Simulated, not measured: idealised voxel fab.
process module | voxel air gaps
cross-section cut | 260 nm wide | cells 5 nm
A cross-section is a grid of square cells, given in bands from the top down. A band is one or more rows of cells.
Each band's line starts with the height of the band's top and of its bottom, in nm. Then come its materials from left to right, each with its width in nm. One material with "throughout" fills the band from edge to edge. "air" is empty space.
Height 0 is the level under which the wafer as received is all one material. The lowest band goes on downwards, as in "0 down".
A width such as "30 to 40" changes by the same amount from each row of cells to the next, from the band's top row to its bottom row.
"no change" after a step means that no cell of the cross-section changed.
closed voids: empty space of 8 cells or more with no open way to the top, each as width x height at its distance from the left edge, in nm
after a step's settings: what the simulator itself notes on the step
overlay nm, on a step with a mask: how far to the right of its planned place the mask lay; to the left if negative
Each pair below shows a cross-section before one step and the cross-section after it, down to the lowest band that changed. The line under each pair gives the step between them, with its settings. The pairs can come from different runs of this module on the same starting wafer, so a pair continues from the pair above only where its "before" says so.
before
  0 down: Si throughout
  closed voids: none
after
  10 to 0: SiO2 throughout
  below 0: unchanged
  closed voids: none
the step between: op CONFORMAL_DEP | material SiO2 | thk nm 10
before: the cross-section after the pair above
after
  15 to 10: SiCN throughout
  below 10: unchanged
  closed voids: none
the step between: op CONFORMAL_DEP | material SiCN | thk nm 5
before: the cross-section after the pair above
after
  50 to 15: lowk throughout
  below 15: unchanged
  closed voids: none
the step between: op DIRECTIONAL_DEP | material lowk | thk nm 35
before: the cross-section after the pair above
after
  60 to 50: aC throughout
  below 50: unchanged
  closed voids: none
the step between: op DIRECTIONAL_DEP | material aC | thk nm 10
before: the cross-section after the pair above
after
  90 to 60: resist 35 | air 25 | resist 30 | air 25 | resist 30 | air 25 | resist 30 | air 25 | resist 35
  below 60: unchanged
  closed voids: none
the step between: op PATTERN | tone open | mask id LINES | material resist | width nm 25 | pitch nm 55 | thk nm 30 | overlay nm 0
before: the cross-section after the pair above
after
  80 to 60: resist 35 | air 25 | resist 30 | air 25 | resist 30 | air 25 | resist 30 | air 25 | resist 35
  60 to 50: aC 35 | air 25 | aC 30 | air 25 | aC 30 | air 25 | aC 30 | air 25 | aC 35
  below 50: unchanged
  closed voids: none
the step between: op DIRECTIONAL_ETCH | etch materials aC | depth nm 10
before: the cross-section after the pair above
after
  60 to 50: aC 35 | air 25 | aC 30 | air 25 | aC 30 | air 25 | aC 30 | air 25 | aC 35
  below 50: unchanged
  closed voids: none
the step between: op STRIP | etch materials resist
before: the cross-section after the pair above
after
  60 to 50: aC 35 | air 25 | aC 30 | air 25 | aC 30 | air 25 | aC 30 | air 25 | aC 35
  50 to 15: lowk 35 | air 25 | lowk 30 | air 25 | lowk 30 | air 25 | lowk 30 | air 25 | lowk 35
  below 15: unchanged
  closed voids: none
the step between: op DIRECTIONAL_ETCH | etch materials lowk | depth nm 35
before: the cross-section after the pair above
after
  50 to 15: lowk 35 | air 25 | lowk 30 | air 25 | lowk 30 | air 25 | lowk 30 | air 25 | lowk 35
  below 15: unchanged
  closed voids: none
the step between: op STRIP | etch materials aC
before: the cross-section after the pair above
after
  55 to 50: TiN 40 | air 15 | TiN 40 | air 15 | TiN 40 | air 15 | TiN 40 | air 15 | TiN 40
  50 to 20: lowk 35 | TiN 5 | air 15 | TiN 5 | lowk 30 | TiN 5 | air 15 | TiN 5 | lowk 30 | TiN 5 | air 15 | TiN 5 | lowk 30 | TiN 5 | air 15 | TiN 5 | lowk 35
  20 to 15: lowk 35 | TiN 25 | lowk 30 | TiN 25 | lowk 30 | TiN 25 | lowk 30 | TiN 25 | lowk 35
  below 15: unchanged
  closed voids: none
the step between: op CONFORMAL_DEP | material TiN | thk nm 5
before: the cross-section after the pair above
after
  65 to 55: Ru throughout
  55 to 50: TiN 40 | Ru 15 | TiN 40 | Ru 15 | TiN 40 | Ru 15 | TiN 40 | Ru 15 | TiN 40
  50 to 20: lowk 35 | TiN 5 | Ru 15 | TiN 5 | lowk 30 | TiN 5 | Ru 15 | TiN 5 | lowk 30 | TiN 5 | Ru 15 | TiN 5 | lowk 30 | TiN 5 | Ru 15 | TiN 5 | lowk 35
  below 20: unchanged
  closed voids: none
the step between: op FILL_DEP | material Ru | thk nm 10
before: the cross-section after the pair above
after
  50 to 20: lowk 35 | TiN 5 | Ru 15 | TiN 5 | lowk 30 | TiN 5 | Ru 15 | TiN 5 | lowk 30 | TiN 5 | Ru 15 | TiN 5 | lowk 30 | TiN 5 | Ru 15 | TiN 5 | lowk 35
  below 20: unchanged
  closed voids: none
the step between: op CMP | height nm 50
before: the cross-section after the pair above
after
  60 to 50: air 25 | Ru 45 | air 10 | Ru 45 | air 10 | Ru 45 | air 10 | Ru 45 | air 25
  below 50: unchanged
  closed voids: none
the step between: op EPI | material Ru | thk nm 10
before: the cross-section after the pair above
after
  60 to 50: air 25 | Ru 45 | air 10 | Ru 45 | air 10 | Ru 45 | air 10 | Ru 45 | air 25
  50 to 20: air 35 | TiN 5 | Ru 15 | TiN 5 | air 30 | TiN 5 | Ru 15 | TiN 5 | air 30 | TiN 5 | Ru 15 | TiN 5 | air 30 | TiN 5 | Ru 15 | TiN 5 | air 35
  20 to 15: air 35 | TiN 25 | air 30 | TiN 25 | air 30 | TiN 25 | air 30 | TiN 25 | air 35
  below 15: unchanged
  closed voids: none
the step between: op SELECTIVE_ETCH | etch materials lowk | depth nm 45
before: the cross-section after the pair above
after
  65 to 60: air 20 | SiCN 220 | air 20
  60 to 50: air 20 | SiCN 5 | Ru 45 | SiCN 10 | Ru 45 | SiCN 10 | Ru 45 | SiCN 10 | Ru 45 | SiCN 5 | air 20
  50 to 45: air 20 | SiCN 15 | TiN 5 | Ru 15 | TiN 5 | SiCN 30 | TiN 5 | Ru 15 | TiN 5 | SiCN 30 | TiN 5 | Ru 15 | TiN 5 | SiCN 30 | TiN 5 | Ru 15 | TiN 5 | SiCN 15 | air 20
  45 to 20: air 30 | SiCN 5 | TiN 5 | Ru 15 | TiN 5 | SiCN 5 | air 20 | SiCN 5 | TiN 5 | Ru 15 | TiN 5 | SiCN 5 | air 20 | SiCN 5 | TiN 5 | Ru 15 | TiN 5 | SiCN 5 | air 20 | SiCN 5 | TiN 5 | Ru 15 | TiN 5 | SiCN 5 | air 30
  20 to 15: SiCN 35 | TiN 25 | SiCN 30 | TiN 25 | SiCN 30 | TiN 25 | SiCN 30 | TiN 25 | SiCN 35
  below 15: unchanged
  closed voids: 20 x 25 at 65; 20 x 25 at 120; 20 x 25 at 175
the step between: op CONFORMAL_DEP | material SiCN | thk nm 5
before
  60 to 50: air 25 | Ru 45 | air 10 | Ru 45 | air 10 | Ru 45 | air 10 | Ru 45 | air 25
  50 to 20: lowk 35 | TiN 5 | Ru 15 | TiN 5 | lowk 30 | TiN 5 | Ru 15 | TiN 5 | lowk 30 | TiN 5 | Ru 15 | TiN 5 | lowk 30 | TiN 5 | Ru 15 | TiN 5 | lowk 35
  20 to 15: lowk 35 | TiN 25 | lowk 30 | TiN 25 | lowk 30 | TiN 25 | lowk 30 | TiN 25 | lowk 35
  15 to 10: SiCN throughout
  10 to 0: SiO2 throughout
  0 down: Si throughout
  closed voids: none
after
  70 to 50: air 15 | Ru 230 | air 15
  below 50: unchanged
  closed voids: none
the step between: op EPI | material Ru | thk nm 10
before: the cross-section after the pair above
after
  70 to 50: air 15 | Ru 230 | air 15
  50 to 20: air 35 | TiN 5 | Ru 15 | TiN 5 | lowk 30 | TiN 5 | Ru 15 | TiN 5 | lowk 30 | TiN 5 | Ru 15 | TiN 5 | lowk 30 | TiN 5 | Ru 15 | TiN 5 | air 35
  20 to 15: air 35 | TiN 25 | lowk 30 | TiN 25 | lowk 30 | TiN 25 | lowk 30 | TiN 25 | air 35
  below 15: unchanged
  closed voids: none
the step between: op SELECTIVE_ETCH | etch materials lowk | depth nm 45
before: the cross-section after the pair above
after
  75 to 70: air 10 | SiCN 240 | air 10
  70 to 50: air 10 | SiCN 5 | Ru 230 | SiCN 5 | air 10
  50 to 45: air 10 | SiCN 25 | TiN 5 | Ru 15 | TiN 5 | lowk 30 | TiN 5 | Ru 15 | TiN 5 | lowk 30 | TiN 5 | Ru 15 | TiN 5 | lowk 30 | TiN 5 | Ru 15 | TiN 5 | SiCN 25 | air 10
  45 to 20: air 30 | SiCN 5 | TiN 5 | Ru 15 | TiN 5 | lowk 30 | TiN 5 | Ru 15 | TiN 5 | lowk 30 | TiN 5 | Ru 15 | TiN 5 | lowk 30 | TiN 5 | Ru 15 | TiN 5 | SiCN 5 | air 30
  20 to 15: SiCN 35 | TiN 25 | lowk 30 | TiN 25 | lowk 30 | TiN 25 | lowk 30 | TiN 25 | SiCN 35
  below 15: unchanged
  closed voids: none
the step between: op CONFORMAL_DEP | material SiCN | thk nm 5
before
  50 to 20: lowk 35 | TiN 5 | Ru 15 | TiN 5 | lowk 30 | TiN 5 | Ru 15 | TiN 5 | lowk 30 | TiN 5 | Ru 15 | TiN 5 | lowk 30 | TiN 5 | Ru 15 | TiN 5 | lowk 35
  20 to 15: lowk 35 | TiN 25 | lowk 30 | TiN 25 | lowk 30 | TiN 25 | lowk 30 | TiN 25 | lowk 35
  15 to 10: SiCN throughout
  10 to 0: SiO2 throughout
  0 down: Si throughout
  closed voids: none
after
  50 to 20: air 35 | TiN 5 | Ru 15 | TiN 5 | air 30 | TiN 5 | Ru 15 | TiN 5 | air 30 | TiN 5 | Ru 15 | TiN 5 | air 30 | TiN 5 | Ru 15 | TiN 5 | air 35
  20 to 15: air 35 | TiN 25 | air 30 | TiN 25 | air 30 | TiN 25 | air 30 | TiN 25 | air 35
  below 15: unchanged
  closed voids: none
the step between: op SELECTIVE_ETCH | etch materials lowk | depth nm 45
before: the cross-section after the pair above
after
  60 to 50: air 25 | Ru 45 | air 10 | Ru 45 | air 10 | Ru 45 | air 10 | Ru 45 | air 25
  50 to 20: air 25 | Ru 10 | TiN 5 | Ru 15 | TiN 5 | Ru 10 | air 10 | Ru 10 | TiN 5 | Ru 15 | TiN 5 | Ru 10 | air 10 | Ru 10 | TiN 5 | Ru 15 | TiN 5 | Ru 10 | air 10 | Ru 10 | TiN 5 | Ru 15 | TiN 5 | Ru 10 | air 25
  20 to 15: air 25 | Ru 10 | TiN 25 | Ru 10 | air 10 | Ru 10 | TiN 25 | Ru 10 | air 10 | Ru 10 | TiN 25 | Ru 10 | air 10 | Ru 10 | TiN 25 | Ru 10 | air 25
  below 15: unchanged
  closed voids: none
the step between: op EPI | material Ru | thk nm 10
before: the cross-section after the pair above
after
  65 to 60: air 20 | SiCN 220 | air 20
  60 to 50: air 20 | SiCN 5 | Ru 45 | SiCN 10 | Ru 45 | SiCN 10 | Ru 45 | SiCN 10 | Ru 45 | SiCN 5 | air 20
  50 to 20: air 20 | SiCN 5 | Ru 10 | TiN 5 | Ru 15 | TiN 5 | Ru 10 | SiCN 10 | Ru 10 | TiN 5 | Ru 15 | TiN 5 | Ru 10 | SiCN 10 | Ru 10 | TiN 5 | Ru 15 | TiN 5 | Ru 10 | SiCN 10 | Ru 10 | TiN 5 | Ru 15 | TiN 5 | Ru 10 | SiCN 5 | air 20
  20 to 15: SiCN 25 | Ru 10 | TiN 25 | Ru 10 | SiCN 10 | Ru 10 | TiN 25 | Ru 10 | SiCN 10 | Ru 10 | TiN 25 | Ru 10 | SiCN 10 | Ru 10 | TiN 25 | Ru 10 | SiCN 25
  below 15: unchanged
  closed voids: none
the step between: op CONFORMAL_DEP | material SiCN | thk nm 5
before
  65 to 55: Ru throughout
  55 to 50: TiN 40 | Ru 15 | TiN 40 | Ru 15 | TiN 40 | Ru 15 | TiN 40 | Ru 15 | TiN 40
  50 to 20: lowk 35 | TiN 5 | Ru 15 | TiN 5 | lowk 30 | TiN 5 | Ru 15 | TiN 5 | lowk 30 | TiN 5 | Ru 15 | TiN 5 | lowk 30 | TiN 5 | Ru 15 | TiN 5 | lowk 35
  20 to 15: lowk 35 | TiN 25 | lowk 30 | TiN 25 | lowk 30 | TiN 25 | lowk 30 | TiN 25 | lowk 35
  15 to 10: SiCN throughout
  10 to 0: SiO2 throughout
  0 down: Si throughout
  closed voids: none
after
  40 to 20: lowk 35 | TiN 5 | Ru 15 | TiN 5 | lowk 30 | TiN 5 | Ru 15 | TiN 5 | lowk 30 | TiN 5 | Ru 15 | TiN 5 | lowk 30 | TiN 5 | Ru 15 | TiN 5 | lowk 35
  below 20: unchanged
  closed voids: none
the step between: op CMP | height nm 40
before: the cross-section after the pair above
after
  50 to 40: air 25 | Ru 45 | air 10 | Ru 45 | air 10 | Ru 45 | air 10 | Ru 45 | air 25
  below 40: unchanged
  closed voids: none
the step between: op EPI | material Ru | thk nm 10
before: the cross-section after the pair above
after
  50 to 40: air 25 | Ru 45 | air 10 | Ru 45 | air 10 | Ru 45 | air 10 | Ru 45 | air 25
  40 to 20: air 35 | TiN 5 | Ru 15 | TiN 5 | air 30 | TiN 5 | Ru 15 | TiN 5 | air 30 | TiN 5 | Ru 15 | TiN 5 | air 30 | TiN 5 | Ru 15 | TiN 5 | air 35
  20 to 15: air 35 | TiN 25 | air 30 | TiN 25 | air 30 | TiN 25 | air 30 | TiN 25 | air 35
  below 15: unchanged
  closed voids: none
the step between: op SELECTIVE_ETCH | etch materials lowk | depth nm 45
before: the cross-section after the pair above
after
  55 to 50: air 20 | SiCN 220 | air 20
  50 to 40: air 20 | SiCN 5 | Ru 45 | SiCN 10 | Ru 45 | SiCN 10 | Ru 45 | SiCN 10 | Ru 45 | SiCN 5 | air 20
  40 to 35: air 20 | SiCN 15 | TiN 5 | Ru 15 | TiN 5 | SiCN 30 | TiN 5 | Ru 15 | TiN 5 | SiCN 30 | TiN 5 | Ru 15 | TiN 5 | SiCN 30 | TiN 5 | Ru 15 | TiN 5 | SiCN 15 | air 20
  35 to 20: air 30 | SiCN 5 | TiN 5 | Ru 15 | TiN 5 | SiCN 5 | air 20 | SiCN 5 | TiN 5 | Ru 15 | TiN 5 | SiCN 5 | air 20 | SiCN 5 | TiN 5 | Ru 15 | TiN 5 | SiCN 5 | air 20 | SiCN 5 | TiN 5 | Ru 15 | TiN 5 | SiCN 5 | air 30
  20 to 15: SiCN 35 | TiN 25 | SiCN 30 | TiN 25 | SiCN 30 | TiN 25 | SiCN 30 | TiN 25 | SiCN 35
  below 15: unchanged
  closed voids: 20 x 15 at 65; 20 x 15 at 120; 20 x 15 at 175
the step between: op CONFORMAL_DEP | material SiCN | thk nm 5
before
  60 to 50: aC throughout
  50 to 15: lowk throughout
  15 to 10: SiCN throughout
  10 to 0: SiO2 throughout
  0 down: Si throughout
  closed voids: none
after
  90 to 60: resist 30 | air 35 | resist 20 | air 35 | resist 20 | air 35 | resist 20 | air 35 | resist 30
  below 60: unchanged
  closed voids: none
the step between: op PATTERN | tone open | mask id LINES | material resist | width nm 35 | pitch nm 55 | thk nm 30 | overlay nm 0
before: the cross-section after the pair above
after
  80 to 60: resist 30 | air 35 | resist 20 | air 35 | resist 20 | air 35 | resist 20 | air 35 | resist 30
  60 to 50: aC 30 | air 35 | aC 20 | air 35 | aC 20 | air 35 | aC 20 | air 35 | aC 30
  below 50: unchanged
  closed voids: none
the step between: op DIRECTIONAL_ETCH | etch materials aC | depth nm 10
before: the cross-section after the pair above
after
  60 to 50: aC 30 | air 35 | aC 20 | air 35 | aC 20 | air 35 | aC 20 | air 35 | aC 30
  below 50: unchanged
  closed voids: none
the step between: op STRIP | etch materials resist
before: the cross-section after the pair above
after
  60 to 50: aC 30 | air 35 | aC 20 | air 35 | aC 20 | air 35 | aC 20 | air 35 | aC 30
  50 to 15: lowk 30 | air 35 | lowk 20 | air 35 | lowk 20 | air 35 | lowk 20 | air 35 | lowk 30
  below 15: unchanged
  closed voids: none
the step between: op DIRECTIONAL_ETCH | etch materials lowk | depth nm 35
before: the cross-section after the pair above
after
  50 to 15: lowk 30 | air 35 | lowk 20 | air 35 | lowk 20 | air 35 | lowk 20 | air 35 | lowk 30
  below 15: unchanged
  closed voids: none
the step between: op STRIP | etch materials aC
before: the cross-section after the pair above
after
  55 to 50: TiN 35 | air 25 | TiN 30 | air 25 | TiN 30 | air 25 | TiN 30 | air 25 | TiN 35
  50 to 20: lowk 30 | TiN 5 | air 25 | TiN 5 | lowk 20 | TiN 5 | air 25 | TiN 5 | lowk 20 | TiN 5 | air 25 | TiN 5 | lowk 20 | TiN 5 | air 25 | TiN 5 | lowk 30
  20 to 15: lowk 30 | TiN 35 | lowk 20 | TiN 35 | lowk 20 | TiN 35 | lowk 20 | TiN 35 | lowk 30
  below 15: unchanged
  closed voids: none
the step between: op CONFORMAL_DEP | material TiN | thk nm 5
before: the cross-section after the pair above
after
  65 to 55: Ru throughout
  55 to 50: TiN 35 | Ru 25 | TiN 30 | Ru 25 | TiN 30 | Ru 25 | TiN 30 | Ru 25 | TiN 35
  50 to 20: lowk 30 | TiN 5 | Ru 25 | TiN 5 | lowk 20 | TiN 5 | Ru 25 | TiN 5 | lowk 20 | TiN 5 | Ru 25 | TiN 5 | lowk 20 | TiN 5 | Ru 25 | TiN 5 | lowk 30
  below 20: unchanged
  closed voids: none
the step between: op FILL_DEP | material Ru | thk nm 10
before: the cross-section after the pair above
after
  50 to 20: lowk 30 | TiN 5 | Ru 25 | TiN 5 | lowk 20 | TiN 5 | Ru 25 | TiN 5 | lowk 20 | TiN 5 | Ru 25 | TiN 5 | lowk 20 | TiN 5 | Ru 25 | TiN 5 | lowk 30
  below 20: unchanged
  closed voids: none
the step between: op CMP | height nm 50
before: the cross-section after the pair above
after
  60 to 50: air 20 | Ru 220 | air 20
  below 50: unchanged
  closed voids: none
the step between: op EPI | material Ru | thk nm 10
before: the cross-section after the pair above
after
  60 to 50: air 20 | Ru 220 | air 20
  50 to 20: air 30 | TiN 5 | Ru 25 | TiN 5 | lowk 20 | TiN 5 | Ru 25 | TiN 5 | lowk 20 | TiN 5 | Ru 25 | TiN 5 | lowk 20 | TiN 5 | Ru 25 | TiN 5 | air 30
  20 to 15: air 30 | TiN 35 | lowk 20 | TiN 35 | lowk 20 | TiN 35 | lowk 20 | TiN 35 | air 30
  below 15: unchanged
  closed voids: none
the step between: op SELECTIVE_ETCH | etch materials lowk | depth nm 45
before: the cross-section after the pair above
after
  65 to 60: air 15 | SiCN 230 | air 15
  60 to 50: air 15 | SiCN 5 | Ru 220 | SiCN 5 | air 15
  50 to 45: air 15 | SiCN 15 | TiN 5 | Ru 25 | TiN 5 | lowk 20 | TiN 5 | Ru 25 | TiN 5 | lowk 20 | TiN 5 | Ru 25 | TiN 5 | lowk 20 | TiN 5 | Ru 25 | TiN 5 | SiCN 15 | air 15
  45 to 20: air 25 | SiCN 5 | TiN 5 | Ru 25 | TiN 5 | lowk 20 | TiN 5 | Ru 25 | TiN 5 | lowk 20 | TiN 5 | Ru 25 | TiN 5 | lowk 20 | TiN 5 | Ru 25 | TiN 5 | SiCN 5 | air 25
  20 to 15: SiCN 30 | TiN 35 | lowk 20 | TiN 35 | lowk 20 | TiN 35 | lowk 20 | TiN 35 | SiCN 30
  below 15: unchanged
  closed voids: none
the step between: op CONFORMAL_DEP | material SiCN | thk nm 5
before
  60 to 50: aC throughout
  50 to 15: lowk throughout
  15 to 10: SiCN throughout
  10 to 0: SiO2 throughout
  0 down: Si throughout
  closed voids: none
after
  90 to 60: resist 45 | air 25 | resist 30 | air 25 | resist 30 | air 25 | resist 30 | air 25 | resist 25
  below 60: unchanged
  closed voids: none
the step between: op PATTERN | tone open | mask id LINES | material resist | width nm 25 | pitch nm 55 | thk nm 30 | overlay nm 10
before: the cross-section after the pair above
after
  80 to 60: resist 45 | air 25 | resist 30 | air 25 | resist 30 | air 25 | resist 30 | air 25 | resist 25
  60 to 50: aC 45 | air 25 | aC 30 | air 25 | aC 30 | air 25 | aC 30 | air 25 | aC 25
  below 50: unchanged
  closed voids: none
the step between: op DIRECTIONAL_ETCH | etch materials aC | depth nm 10
before: the cross-section after the pair above
after
  60 to 50: aC 45 | air 25 | aC 30 | air 25 | aC 30 | air 25 | aC 30 | air 25 | aC 25
  below 50: unchanged
  closed voids: none
the step between: op STRIP | etch materials resist
before: the cross-section after the pair above
after
  60 to 50: aC 45 | air 25 | aC 30 | air 25 | aC 30 | air 25 | aC 30 | air 25 | aC 25
  50 to 15: lowk 45 | air 25 | lowk 30 | air 25 | lowk 30 | air 25 | lowk 30 | air 25 | lowk 25
  below 15: unchanged
  closed voids: none
the step between: op DIRECTIONAL_ETCH | etch materials lowk | depth nm 35
before: the cross-section after the pair above
after
  50 to 15: lowk 45 | air 25 | lowk 30 | air 25 | lowk 30 | air 25 | lowk 30 | air 25 | lowk 25
  below 15: unchanged
  closed voids: none
the step between: op STRIP | etch materials aC
before: the cross-section after the pair above
after
  55 to 50: TiN 50 | air 15 | TiN 40 | air 15 | TiN 40 | air 15 | TiN 40 | air 15 | TiN 30
  50 to 20: lowk 45 | TiN 5 | air 15 | TiN 5 | lowk 30 | TiN 5 | air 15 | TiN 5 | lowk 30 | TiN 5 | air 15 | TiN 5 | lowk 30 | TiN 5 | air 15 | TiN 5 | lowk 25
  20 to 15: lowk 45 | TiN 25 | lowk 30 | TiN 25 | lowk 30 | TiN 25 | lowk 30 | TiN 25 | lowk 25
  below 15: unchanged
  closed voids: none
the step between: op CONFORMAL_DEP | material TiN | thk nm 5
before: the cross-section after the pair above
after
  65 to 55: Ru throughout
  55 to 50: TiN 50 | Ru 15 | TiN 40 | Ru 15 | TiN 40 | Ru 15 | TiN 40 | Ru 15 | TiN 30
  50 to 20: lowk 45 | TiN 5 | Ru 15 | TiN 5 | lowk 30 | TiN 5 | Ru 15 | TiN 5 | lowk 30 | TiN 5 | Ru 15 | TiN 5 | lowk 30 | TiN 5 | Ru 15 | TiN 5 | lowk 25
  below 20: unchanged
  closed voids: none
the step between: op FILL_DEP | material Ru | thk nm 10
before: the cross-section after the pair above
after
  50 to 20: lowk 45 | TiN 5 | Ru 15 | TiN 5 | lowk 30 | TiN 5 | Ru 15 | TiN 5 | lowk 30 | TiN 5 | Ru 15 | TiN 5 | lowk 30 | TiN 5 | Ru 15 | TiN 5 | lowk 25
  below 20: unchanged
  closed voids: none
the step between: op CMP | height nm 50
before: the cross-section after the pair above
after
  60 to 50: air 35 | Ru 45 | air 10 | Ru 45 | air 10 | Ru 45 | air 10 | Ru 45 | air 15
  below 50: unchanged
  closed voids: none
the step between: op EPI | material Ru | thk nm 10
before: the cross-section after the pair above
after
  60 to 50: air 35 | Ru 45 | air 10 | Ru 45 | air 10 | Ru 45 | air 10 | Ru 45 | air 15
  50 to 20: air 45 | TiN 5 | Ru 15 | TiN 5 | air 30 | TiN 5 | Ru 15 | TiN 5 | air 30 | TiN 5 | Ru 15 | TiN 5 | air 30 | TiN 5 | Ru 15 | TiN 5 | air 25
  20 to 15: air 45 | TiN 25 | air 30 | TiN 25 | air 30 | TiN 25 | air 30 | TiN 25 | air 25
  below 15: unchanged
  closed voids: none
the step between: op SELECTIVE_ETCH | etch materials lowk | depth nm 45
before: the cross-section after the pair above
after
  65 to 60: air 30 | SiCN 220 | air 10
  60 to 50: air 30 | SiCN 5 | Ru 45 | SiCN 10 | Ru 45 | SiCN 10 | Ru 45 | SiCN 10 | Ru 45 | SiCN 5 | air 10
  50 to 45: air 30 | SiCN 15 | TiN 5 | Ru 15 | TiN 5 | SiCN 30 | TiN 5 | Ru 15 | TiN 5 | SiCN 30 | TiN 5 | Ru 15 | TiN 5 | SiCN 30 | TiN 5 | Ru 15 | TiN 5 | SiCN 15 | air 10
  45 to 20: air 40 | SiCN 5 | TiN 5 | Ru 15 | TiN 5 | SiCN 5 | air 20 | SiCN 5 | TiN 5 | Ru 15 | TiN 5 | SiCN 5 | air 20 | SiCN 5 | TiN 5 | Ru 15 | TiN 5 | SiCN 5 | air 20 | SiCN 5 | TiN 5 | Ru 15 | TiN 5 | SiCN 5 | air 20
  20 to 15: SiCN 45 | TiN 25 | SiCN 30 | TiN 25 | SiCN 30 | TiN 25 | SiCN 30 | TiN 25 | SiCN 25
  below 15: unchanged
  closed voids: 20 x 25 at 75; 20 x 25 at 130; 20 x 25 at 185
the step between: op CONFORMAL_DEP | material SiCN | thk nm 5
before
  50 to 15: lowk 35 | air 25 | lowk 30 | air 25 | lowk 30 | air 25 | lowk 30 | air 25 | lowk 35
  15 to 10: SiCN throughout
  10 to 0: SiO2 throughout
  0 down: Si throughout
  closed voids: none
after
  55 to 50: aC 40 | air 15 | aC 40 | air 15 | aC 40 | air 15 | aC 40 | air 15 | aC 40
  50 to 20: lowk 35 | aC 5 | air 15 | aC 5 | lowk 30 | aC 5 | air 15 | aC 5 | lowk 30 | aC 5 | air 15 | aC 5 | lowk 30 | aC 5 | air 15 | aC 5 | lowk 35
  20 to 15: lowk 35 | aC 25 | lowk 30 | aC 25 | lowk 30 | aC 25 | lowk 30 | aC 25 | lowk 35
  below 15: unchanged
  closed voids: none
the step between: op CONFORMAL_DEP | material aC | thk nm 5
before: the cross-section after the pair above
after
  65 to 55: Ru throughout
  55 to 50: aC 40 | Ru 15 | aC 40 | Ru 15 | aC 40 | Ru 15 | aC 40 | Ru 15 | aC 40
  50 to 20: lowk 35 | aC 5 | Ru 15 | aC 5 | lowk 30 | aC 5 | Ru 15 | aC 5 | lowk 30 | aC 5 | Ru 15 | aC 5 | lowk 30 | aC 5 | Ru 15 | aC 5 | lowk 35
  below 20: unchanged
  closed voids: none
the step between: op FILL_DEP | material Ru | thk nm 10
before: the cross-section after the pair above
after
  50 to 20: lowk 35 | aC 5 | Ru 15 | aC 5 | lowk 30 | aC 5 | Ru 15 | aC 5 | lowk 30 | aC 5 | Ru 15 | aC 5 | lowk 30 | aC 5 | Ru 15 | aC 5 | lowk 35
  below 20: unchanged
  closed voids: none
the step between: op CMP | height nm 50
before: the cross-section after the pair above
after
  60 to 50: air 30 | Ru 35 | air 20 | Ru 35 | air 20 | Ru 35 | air 20 | Ru 35 | air 30
  below 50: unchanged
  closed voids: none
the step between: op EPI | material Ru | thk nm 10
before: the cross-section after the pair above
after
  60 to 50: air 30 | Ru 35 | air 20 | Ru 35 | air 20 | Ru 35 | air 20 | Ru 35 | air 30
  50 to 20: air 35 | aC 5 | Ru 15 | aC 5 | air 30 | aC 5 | Ru 15 | aC 5 | air 30 | aC 5 | Ru 15 | aC 5 | air 30 | aC 5 | Ru 15 | aC 5 | air 35
  20 to 15: air 35 | aC 25 | air 30 | aC 25 | air 30 | aC 25 | air 30 | aC 25 | air 35
  below 15: unchanged
  closed voids: none
the step between: op SELECTIVE_ETCH | etch materials lowk | depth nm 45
before: the cross-section after the pair above
after
  65 to 60: air 25 | SiCN 45 | air 10 | SiCN 45 | air 10 | SiCN 45 | air 10 | SiCN 45 | air 25
  60 to 50: air 25 | SiCN 5 | Ru 35 | SiCN 5 | air 10 | SiCN 5 | Ru 35 | SiCN 5 | air 10 | SiCN 5 | Ru 35 | SiCN 5 | air 10 | SiCN 5 | Ru 35 | SiCN 5 | air 25
  50 to 45: air 25 | SiCN 10 | aC 5 | Ru 15 | aC 5 | SiCN 10 | air 10 | SiCN 10 | aC 5 | Ru 15 | aC 5 | SiCN 10 | air 10 | SiCN 10 | aC 5 | Ru 15 | aC 5 | SiCN 10 | air 10 | SiCN 10 | aC 5 | Ru 15 | aC 5 | SiCN 10 | air 25
  45 to 20: air 30 | SiCN 5 | aC 5 | Ru 15 | aC 5 | SiCN 5 | air 20 | SiCN 5 | aC 5 | Ru 15 | aC 5 | SiCN 5 | air 20 | SiCN 5 | aC 5 | Ru 15 | aC 5 | SiCN 5 | air 20 | SiCN 5 | aC 5 | Ru 15 | aC 5 | SiCN 5 | air 30
  20 to 15: SiCN 35 | aC 25 | SiCN 30 | aC 25 | SiCN 30 | aC 25 | SiCN 30 | aC 25 | SiCN 35
  below 15: unchanged
  closed voids: none
the step between: op CONFORMAL_DEP | material SiCN | thk nm 5
before
  60 to 50: aC throughout
  50 to 15: lowk throughout
  15 to 10: SiCN throughout
  10 to 0: SiO2 throughout
  0 down: Si throughout
  closed voids: none
after
  90 to 60: air 35 | resist 25 | air 30 | resist 25 | air 30 | resist 25 | air 30 | resist 25 | air 35
  below 60: unchanged
  closed voids: none
the step between: op PATTERN | tone cover | mask id LINES | material resist | width nm 25 | pitch nm 55 | thk nm 30 | overlay nm 0
before: the cross-section after the pair above
after
  80 to 60: air 35 | resist 25 | air 30 | resist 25 | air 30 | resist 25 | air 30 | resist 25 | air 35
  60 to 50: air 35 | aC 25 | air 30 | aC 25 | air 30 | aC 25 | air 30 | aC 25 | air 35
  below 50: unchanged
  closed voids: none
the step between: op DIRECTIONAL_ETCH | etch materials aC | depth nm 10
before: the cross-section after the pair above
after
  60 to 50: air 35 | aC 25 | air 30 | aC 25 | air 30 | aC 25 | air 30 | aC 25 | air 35
  below 50: unchanged
  closed voids: none
the step between: op STRIP | etch materials resist
before: the cross-section after the pair above
after
  60 to 50: air 35 | aC 25 | air 30 | aC 25 | air 30 | aC 25 | air 30 | aC 25 | air 35
  50 to 15: air 35 | lowk 25 | air 30 | lowk 25 | air 30 | lowk 25 | air 30 | lowk 25 | air 35
  below 15: unchanged
  closed voids: none
the step between: op DIRECTIONAL_ETCH | etch materials lowk | depth nm 35
before: the cross-section after the pair above
after
  50 to 15: air 35 | lowk 25 | air 30 | lowk 25 | air 30 | lowk 25 | air 30 | lowk 25 | air 35
  below 15: unchanged
  closed voids: none
the step between: op STRIP | etch materials aC
before: the cross-section after the pair above
after
  55 to 50: air 30 | TiN 35 | air 20 | TiN 35 | air 20 | TiN 35 | air 20 | TiN 35 | air 30
  50 to 20: air 30 | TiN 5 | lowk 25 | TiN 5 | air 20 | TiN 5 | lowk 25 | TiN 5 | air 20 | TiN 5 | lowk 25 | TiN 5 | air 20 | TiN 5 | lowk 25 | TiN 5 | air 30
  20 to 15: TiN 35 | lowk 25 | TiN 30 | lowk 25 | TiN 30 | lowk 25 | TiN 30 | lowk 25 | TiN 35
  below 15: unchanged
  closed voids: none
the step between: op CONFORMAL_DEP | material TiN | thk nm 5
